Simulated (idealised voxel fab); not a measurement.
process module | voxel lift off
cross-section cut | 205 nm wide | cells 5 nm
A cross-section is a grid of square cells, given in bands from the top down. A band is one or more rows of cells.
Each band's line starts with the height of the band's top and of its bottom, in nm. Then come its materials from left to right, each with its width in nm. One material with "throughout" fills the band from edge to edge. "air" is empty space.
Height 0 is the level under which the wafer as received is all one material. The lowest band goes on downwards, as in "0 down".
A width such as "30 to 40" changes by the same amount from each row of cells to the next, from the band's top row to its bottom row.
"no change" after a step means that no cell of the cross-section changed.
closed voids: empty space of 8 cells or more with no open way to the top, each as width x height at its distance from the left edge, in nm
after a step's settings: what the simulator itself notes on the step
overlay nm, on a step with a mask: how far to the right of its planned place the mask lay; to the left if negative
plan
1 op RECEIVE | material Si
2 op CONFORMAL_DEP | material SiN | thk nm 15
3 op PATTERN | tone open | mask id LINES | material resist | width nm 15 | pitch nm 40 | thk nm 25 | overlay nm 0
4 op DIRECTIONAL_DEP | material Ru | thk nm 15
5 op STRIP | etch materials resist
6 op CONFORMAL_DEP | material SiN | thk nm 10
as received, after step 1
  0 down: Si throughout
  closed voids: none
first wafer at the end, as planned
  40 to 30: air 45 | SiN 35 | air 5 | SiN 35 | air 5 | SiN 35 | air 45
  30 to 25: air 45 | SiN 10 | Ru 15 | SiN 10 | air 5 | SiN 10 | Ru 15 | SiN 10 | air 5 | SiN 10 | Ru 15 | SiN 10 | air 45
  25 to 15: SiN 55 | Ru 15 | SiN 25 | Ru 15 | SiN 25 | Ru 15 | SiN 55
  15 to 0: SiN throughout
  0 down: Si throughout
  closed voids: none
second wafer at the end: like start, like plan, one mistake
  25 to 15: air 45 | SiN 35 | air 5 | SiN 35 | air 5 | SiN 35 | air 45
  15 to 10: air 45 | SiN 10 | Ru 15 | SiN 10 | air 5 | SiN 10 | Ru 15 | SiN 10 | air 5 | SiN 10 | Ru 15 | SiN 10 | air 45
  10 to 0: SiN 55 | Ru 15 | SiN 25 | Ru 15 | SiN 25 | Ru 15 | SiN 55
  0 down: Si throughout
  closed voids: none
what went wrong: step 2 was left out
at the end the second wafer has, in cells: 123 fewer of SiN
